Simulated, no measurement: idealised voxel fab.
Title: Process Module voxel capacitor over wiring
Section shown: cut. Width: 245 nm. Cell size: 5 nm, square.
This document writes a cross-section as a grid whose cells are square, and gives it as bands, listed from the top down; one or more rows of cells form a band. Per band: top height and bottom height in nm, followed by the left-to-right materials and their widths in nm; "edge to edge" marks a single material spanning edge to edge, "air" marks empty space. Below 0: as-received wafer, all one material; heights counted from there. Lowest band: no bottom, goes on down, written "0 down". Width "30 to 40": first value at the band's top row of cells, second value at its bottom row, equal change from row to row. Given "no change" for a step, no cell of the cross-section differs between before and after that step. "Non-vented voids" lists enclosed empty spaces (at least 8 cells, no open path upward to the top), each as width x height at distance from the left edge, in nm. On each step's line, the part that comes after the settings is the simulator's own comment on the step. overlay nm: step with mask; distance mask lay right of planned place; negative value = left of planned place.

[The process steps that were planned are listed below]
1) op RECEIVE | material Si
2) op CONFORMAL_DEP | material SiO2 | thk nm 15
3) op DIRECTIONAL_DEP | material TiN | thk nm 5
4) op DIRECTIONAL_DEP | material Ru | thk nm 15
5) op DIRECTIONAL_DEP | material aC | thk nm 10
6) op PATTERN | tone cover | mask id METAL_1 | material resist | width nm 25 | pitch nm 85 | thk nm 30 | overlay nm 0
7) op DIRECTIONAL_ETCH | etch materials aC | depth nm 10
8) op STRIP | etch materials resist
9) op DIRECTIONAL_ETCH | etch materials Ru | depth nm 15
10) op DIRECTIONAL_ETCH | etch materials TiN | depth nm 5
11) op STRIP | etch materials aC
12) op FILL_DEP | material SiO2 | thk nm 5
13) op CMP | height nm 35
14) op CONFORMAL_DEP | material SiCN | thk nm 5
15) op DIRECTIONAL_DEP | material SiO2 | thk nm 20
16) op PATTERN | tone open | mask id PLUG_1 | material resist | width nm 15 | thk nm 20 | overlay nm 0
17) op DIRECTIONAL_ETCH | etch materials SiO2 | depth nm 20
18) op DIRECTIONAL_ETCH | etch materials SiCN | depth nm 5
19) op STRIP | etch materials resist
20) op CONFORMAL_DEP | material TiN | thk nm 5
21) op FILL_DEP | material Ru | thk nm 5
22) op CMP | height nm 60
23) op DIRECTIONAL_DEP | material TiN | thk nm 5
24) op DIRECTIONAL_DEP | material SiN | thk nm 5
25) op DIRECTIONAL_DEP | material TiN | thk nm 5
26) op PATTERN | tone cover | mask id UPPER_PLATE | material resist | width nm 55 | thk nm 15 | overlay nm 0
27) op DIRECTIONAL_ETCH | etch materials TiN | depth nm 5
28) op DIRECTIONAL_ETCH | etch materials SiN | depth nm 5
29) op STRIP | etch materials resist
30) op MASKED_ETCH | tone cover | mask id LOWER_PLATE | width nm 75 | etch materials TiN | depth nm 5 | overlay nm 0
31) op FILL_DEP | material SiO2 | thk nm 20
32) op CMP | height nm 90
33) op MASKED_ETCH | tone open | mask id PLUG_2 | width nm 15 | etch materials SiO2 | depth nm 15 | overlay nm 0
34) op CONFORMAL_DEP | material TiN | thk nm 5
35) op FILL_DEP | material Cu | thk nm 5
36) op CMP | height nm 90
37) op CONFORMAL_DEP | material SiN | thk nm 5
varied across the wafers: width nm of step 26. The plan shows the first wafer's value. All wafers start alike

[Here's the first of the wafers in cross-section, just as we got it, i.e. after step 1]
	0 down = Si edge to edge
	Non-vented voids: none

[End of module: cross-section of the first of several wafers after step 37, the last step]
	95 to 90 = SiN edge to edge
	90 to 80 = SiO2 85 | TiN 5 | Cu 5 | TiN 5 | SiO2 145
	80 to 70 = SiO2 85 to 80 | TiN 15 to 55 | SiO2 145 to 110
	70 to 65 = SiO2 80 | SiN 55 | SiO2 110
	65 to 60 = SiO2 70 | TiN 75 | SiO2 100
	60 to 40 = SiO2 75 | TiN 5 | Ru 5 | TiN 5 | SiO2 155
	40 to 35 = SiCN 75 | TiN 15 | SiCN 155
	35 to 20 = SiO2 65 | Ru 25 | SiO2 60 | Ru 25 | SiO2 70
	20 to 15 = SiO2 65 | TiN 25 | SiO2 60 | TiN 25 | SiO2 70
	15 to 0 = SiO2 edge to edge
	0 down = Si edge to edge
	Non-vented voids: none

[So this is the cross-section on the last wafer at the end of the module]
	95 to 90 = SiN edge to edge
	90 to 80 = SiO2 85 | TiN 5 | Cu 5 | TiN 5 | SiO2 145
	80 to 70 = SiO2 85 to 70 | TiN 15 to 75 | SiO2 145 to 100
	70 to 65 = SiO2 70 | SiN 80 | SiO2 95
	65 to 60 = SiO2 70 | TiN 80 | SiO2 95
	60 to 40 = SiO2 75 | TiN 5 | Ru 5 | TiN 5 | SiO2 155
	40 to 35 = SiCN 75 | TiN 15 | SiCN 155
	35 to 20 = SiO2 65 | Ru 25 | SiO2 60 | Ru 25 | SiO2 70
	20 to 15 = SiO2 65 | TiN 25 | SiO2 60 | TiN 25 | SiO2 70
	15 to 0 = SiO2 edge to edge
	0 down = Si edge to edge
	Non-vented voids: none

[Below: a row per wafer. Contents at end of module: for every material, cells gained since receipt (+) or lost since receipt (-); then closed voids]
width nm 55 | +2 Cu | +34 Ru | +46 SiCN | +60 SiN | +735 SiO2 | +54 TiN | Non-vented voids: none
width nm 60 | +2 Cu | +34 Ru | +46 SiCN | +61 SiN | +733 SiO2 | +55 TiN | Non-vented voids: none
width nm 65 | +2 Cu | +34 Ru | +46 SiCN | +62 SiN | +731 SiO2 | +56 TiN | Non-vented voids: none
width nm 70 | +2 Cu | +34 Ru | +46 SiCN | +63 SiN | +729 SiO2 | +57 TiN | Non-vented voids: none
width nm 75 | +2 Cu | +34 Ru | +46 SiCN | +64 SiN | +727 SiO2 | +58 TiN | Non-vented voids: none
width nm 80 | +2 Cu | +34 Ru | +46 SiCN | +65 SiN | +725 SiO2 | +59 TiN | Non-vented voids: none
